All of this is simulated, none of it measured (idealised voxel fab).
This section sets out a process module, namely voxel capacitor over wiring.
Cross-section cut: width 225 nm, square cells of 5 nm.
Cross-section format: a grid of square cells, given as bands from top to bottom; each band is one or more rows of cells.
What a band's entry tells you: where the top is and where the bottom is, as heights in nm, and after that what lies inside, material by material from left to right, each with its width in nm. Empty space is written as the word "air", and a single material marked with the word "throughout" occupies the band from edge to edge.
Heights are expressed relative to 0, this being the level below which the as-received wafer comprises one material exclusively. The lowest band is unbounded in the downward direction and is denoted as in "z 0 and below".
Top row gets the first number, bottom row gets the second, and each row in between changes by the same step: that is how a band width like "30->40" works.
What does "no change" mean for a step? It means no cell of the cross-section changed in that step.
The list in "Enclosed empty spaces" covers empty spaces of 8 cells or more that cannot reach the top through any open way, and it gives each as width x height at distance; the distance is from the left edge, and width, height and distance are in nm.
That trailing text on a step's line, after the settings, is the simulator's own remark on the step.
A step line may carry the setting "overlay nm", which, for steps involving a mask, states the distance by which the mask lay to the right of its intended position; negative values denote displacement to the left.

## Here's what the planned process steps look like
- 1: RECEIVE: material Si
- 2: CONFORMAL_DEP: material SiO2, thk nm 15
- 3: DIRECTIONAL_DEP: material TiN, thk nm 5
- 4: DIRECTIONAL_DEP: material W, thk nm 25
- 5: MASKED_ETCH: tone cover, mask id METAL_1, width nm 30, pitch nm 95, etch materials W, depth nm 25, overlay nm 0
- 6: MASKED_ETCH: tone cover, mask id METAL_1, width nm 30, pitch nm 95, etch materials TiN, depth nm 5, overlay nm 0
- 7: CONFORMAL_DEP: material SiN, thk nm 5
- 8: FILL_DEP: material SiO2, thk nm 10
- 9: CMP: height nm 45
- 10: CONFORMAL_DEP: material SiCN, thk nm 5
- 11: DIRECTIONAL_DEP: material lowk, thk nm 20
- 12: DIRECTIONAL_DEP: material aC, thk nm 15
- 13: PATTERN: tone open, mask id PLUG_1, material resist, width nm 15, thk nm 30, overlay nm 0
- 14: DIRECTIONAL_ETCH: etch materials aC, depth nm 15
- 15: STRIP: etch materials resist
- 16: DIRECTIONAL_ETCH: etch materials lowk, depth nm 20
- 17: DIRECTIONAL_ETCH: etch materials SiCN, depth nm 5
- 18: STRIP: etch materials aC
- 19: EPI: material Ru, thk nm 10
- 20: EPI: material Ru, thk nm 10
- 21: EPI: material Ru, thk nm 5
- 22: DIRECTIONAL_DEP: material TiN, thk nm 10
- 23: DIRECTIONAL_DEP: material SiN, thk nm 5
- 24: DIRECTIONAL_DEP: material TiN, thk nm 10
- 25: DIRECTIONAL_DEP: material aC, thk nm 15
- 26: PATTERN: tone cover, mask id UPPER_PLATE, material resist, width nm 70, thk nm 35, overlay nm -15
- 27: DIRECTIONAL_ETCH: etch materials aC, depth nm 15
- 28: STRIP: etch materials resist
- 29: DIRECTIONAL_ETCH: etch materials TiN, depth nm 10
- 30: DIRECTIONAL_ETCH: etch materials SiN, depth nm 5
- 31: STRIP: etch materials aC
- 32: DIRECTIONAL_DEP: material aC, thk nm 10
- 33: PATTERN: tone cover, mask id LOWER_PLATE, material resist, width nm 80, thk nm 25, overlay nm 0
- 34: DIRECTIONAL_ETCH: etch materials aC, depth nm 10
- 35: STRIP: etch materials resist
- 36: DIRECTIONAL_ETCH: etch materials TiN, depth nm 10
- 37: STRIP: etch materials aC
- 38: FILL_DEP: material SiO2, thk nm 20
- 39: CMP: height nm 110
- 40: DIRECTIONAL_DEP: material aC, thk nm 15
- 41: PATTERN: tone open, mask id PLUG_2, material resist, width nm 15, thk nm 35, overlay nm 0
- 42: DIRECTIONAL_ETCH: etch materials aC, depth nm 15
- 43: STRIP: etch materials resist
- 44: DIRECTIONAL_ETCH: etch materials SiO2, depth nm 15
- 45: STRIP: etch materials aC
- 46: CONFORMAL_DEP: material TiN, thk nm 5
- 47: FILL_DEP: material Ru, thk nm 10
- 48: CMP: height nm 110
- 49: CONFORMAL_DEP: material SiCN, thk nm 5
Be aware that, although all wafers share a common starting state, the overlay nm at step 26 differs among them, and the plan displays the first wafer's value.

## Cross-section: the first of several wafers in its as-received state, i.e. following step 1
- z 0 and below = Si throughout
- Enclosed empty spaces: none

## Here's the first of several wafers in cross-section, end of the module, after the last step, step 49
- z 115 to 110 = SiCN throughout
- z 110 to 100 = SiO2: 75, then TiN: 5, then Ru: 5, then TiN: 5, then SiO2: 135
- z 100 to 95 = SiO2: 75, then TiN: 15, then SiO2: 135
- z 95 to 85 = SiO2: 60, then TiN: 60, then SiO2: 105
- z 85 to 80 = SiO2: 50, then SiN: 70, then SiO2: 105
- z 80 to 70 = SiO2: 50, then TiN: 90, then SiO2: 85
- z 70 to 50 = lowk: 65, then Ru: 15, then lowk: 145
- z 50 to 45 = SiCN: 65, then Ru: 15, then SiCN: 145
- z 45 to 20 = SiO2: 45, then SiN: 5, then W: 30, then SiN: 5, then SiO2: 55, then SiN: 5, then W: 30, then SiN: 5, then SiO2: 45
- z 20 to 15 = SiN: 50, then TiN: 30, then SiN: 65, then TiN: 30, then SiN: 50
- z 15 to 0 = SiO2 throughout
- z 0 and below = Si throughout
- Enclosed empty spaces: none

## The module's end: a cross-section of the last wafer
- z 115 to 110 = SiCN throughout
- z 110 to 100 = SiO2: 75, then TiN: 5, then Ru: 5, then TiN: 5, then SiO2: 135
- z 100 to 95 = SiO2: 75, then TiN: 15, then SiO2: 135
- z 95 to 85 = SiO2: 80, then TiN: 60, then SiO2: 85
- z 85 to 80 = SiO2: 80, then SiN: 70, then SiO2: 75
- z 80 to 70 = SiO2: 60, then TiN: 90, then SiO2: 75
- z 70 to 50 = lowk: 65, then Ru: 15, then lowk: 145
- z 50 to 45 = SiCN: 65, then Ru: 15, then SiCN: 145
- z 45 to 20 = SiO2: 45, then SiN: 5, then W: 30, then SiN: 5, then SiO2: 55, then SiN: 5, then W: 30, then SiN: 5, then SiO2: 45
- z 20 to 15 = SiN: 50, then TiN: 30, then SiN: 65, then TiN: 30, then SiN: 50
- z 15 to 0 = SiO2 throughout
- z 0 and below = Si throughout
- Enclosed empty spaces: none

## The following table contains a row per wafer, in which are reported, at the conclusion of the module, the cells of each material gained (+) or lost (-) since the wafer's receipt, with its closed voids given thereafter
overlay nm -15 | +17 Ru | +87 SiCN | +67 SiN | +557 SiO2 | +79 TiN | +60 W | +168 lowk | Enclosed empty spaces: none
overlay nm -10 | +17 Ru | +87 SiCN | +67 SiN | +557 SiO2 | +79 TiN | +60 W | +168 lowk | Enclosed empty spaces: none
overlay nm -5 | +17 Ru | +87 SiCN | +67 SiN | +557 SiO2 | +79 TiN | +60 W | +168 lowk | Enclosed empty spaces: none
overlay nm 0 | +17 Ru | +87 SiCN | +67 SiN | +557 SiO2 | +79 TiN | +60 W | +168 lowk | Enclosed empty spaces: none
overlay nm 5 | +17 Ru | +87 SiCN | +67 SiN | +557 SiO2 | +79 TiN | +60 W | +168 lowk | Enclosed empty spaces: none
overlay nm 10 | +17 Ru | +87 SiCN | +67 SiN | +557 SiO2 | +79 TiN | +60 W | +168 lowk | Enclosed empty spaces: none
overlay nm 15 | +17 Ru | +87 SiCN | +67 SiN | +557 SiO2 | +79 TiN | +60 W | +168 lowk | Enclosed empty spaces: none
